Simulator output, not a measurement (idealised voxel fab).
Proc. module: voxel self aligned contacts
Section shown: cut. Width: 195 nm. Cell size: 5 nm, square.
In what follows, cross-sections appear as grids of square cells, described through bands that run from the top down, where every band is one or more rows of cells. A band entry consists of two parts. The first gives the height of the band's top and the height of its bottom, in nm. The rest lists the band's materials from left to right, each with its width in nm. A single material labelled with the word "full width" fills the band from edge to edge, and the word "empty" marks empty space. Heads up on the height convention: 0 is the point under which the incoming wafer is all one material, and the lowest band has no bottom, it just keeps going down, like "from 0 down". Per-row width for "30->40": begins at first number (top row of band), ends at second number (bottom row), increment between rows held constant. "remained unchanged" -> step changed no cross-section cell. Closed void register: empty space of 8 cells or more with no open way to the top, each as width x height at its distance from the left edge, in nm. Note: text after step settings on the step line = simulator remark on that step. If you see "overlay nm" on a step's line and that step has a mask, it's telling you how far right of where it was planned the mask ended up; a negative number means it went left instead.
The following list gives the planned process steps:
step 1: RECEIVE (material Si)
step 2: CONFORMAL_DEP (material SiO2; thk nm 5)
step 3: DIRECTIONAL_DEP (material polySi; thk nm 30)
step 4: DIRECTIONAL_DEP (material SiN; thk nm 15)
step 5: PATTERN (tone cover; mask id GATE; material resist; width nm 30; pitch nm 65; thk nm 15; overlay nm 0)
step 6: DIRECTIONAL_ETCH (etch materials SiN; depth nm 15)
step 7: DIRECTIONAL_ETCH (etch materials polySi; depth nm 30)
step 8: STRIP (etch materials resist)
step 9: CONFORMAL_DEP (material SiN; thk nm 5)
step 10: DIRECTIONAL_ETCH (etch materials SiN; depth nm 5)
step 11: FILL_DEP (material SiO2; thk nm 15)
step 12: CMP (height nm 60)
step 13: MASKED_ETCH (tone open; mask id CONTACT; width nm 45; pitch nm 65; etch materials SiO2; depth nm 60; overlay nm 0)
step 14: CONFORMAL_DEP (material TiN; thk nm 5)
step 15: FILL_DEP (material Ru; thk nm 5)
step 16: CMP (height nm 60)
step 17: CONFORMAL_DEP (material SiCN; thk nm 5)
Incoming wafer in cross-section (state: after step 1):
	from 0 down = Si full width
	Closed void register: none
Cross-section taken at module completion on the first of two wafers; processed per the plan:
	from 65 to 60 = SiCN full width
	from 60 to 50 = SiO2: 40 / TiN: 5->15 / Ru: 35->15 / TiN: 5->15 / SiO2: 20 / TiN: 5->15 / Ru: 35->15 / TiN: 5->15 / SiO2: 45
	from 50 to 35 = SiO2: 10 / SiN: 40 / TiN: 5 / Ru: 15 / TiN: 5 / SiN: 40 / TiN: 5 / Ru: 15 / TiN: 5 / SiN: 40 / SiO2: 15
	from 35 to 5 = SiO2: 10 / SiN: 5 / polySi: 30 / SiN: 5 / TiN: 5 / Ru: 15 / TiN: 5 / SiN: 5 / polySi: 30 / SiN: 5 / TiN: 5 / Ru: 15 / TiN: 5 / SiN: 5 / polySi: 30 / SiN: 5 / SiO2: 15
	from 5 to 0 = SiO2: 50 / TiN: 25 / SiO2: 40 / TiN: 25 / SiO2: 55
	from 0 down = Si full width
	Closed void register: none
Second wafer through the module, sectioned at the end: same beginning and same plan as the first wafer, with one mistake in carrying it out:
	from 70 to 65 = SiCN full width
	from 65 to 60 = TiN: 45 / Ru: 35 / TiN: 30 / Ru: 35 / TiN: 50
	from 60 to 50 = SiO2: 40 / TiN: 5->15 / Ru: 35->15 / TiN: 5->15 / SiO2: 20 / TiN: 5->15 / Ru: 35->15 / TiN: 5->15 / SiO2: 45
	from 50 to 35 = SiO2: 10 / SiN: 40 / TiN: 5 / Ru: 15 / TiN: 5 / SiN: 40 / TiN: 5 / Ru: 15 / TiN: 5 / SiN: 40 / SiO2: 15
	from 35 to 5 = SiO2: 10 / SiN: 5 / polySi: 30 / SiN: 5 / TiN: 5 / Ru: 15 / TiN: 5 / SiN: 5 / polySi: 30 / SiN: 5 / TiN: 5 / Ru: 15 / TiN: 5 / SiN: 5 / polySi: 30 / SiN: 5 / SiO2: 15
	from 5 to 0 = SiO2: 50 / TiN: 25 / SiO2: 40 / TiN: 25 / SiO2: 55
	from 0 down = Si full width
	Closed void register: none
Short version of what went wrong: it should be noted that step 16 was executed with settings other than those planned, the operation and settings actually applied being CMP (height nm 65)
at the end the second wafer has, in cells: Ru +14, TiN +25
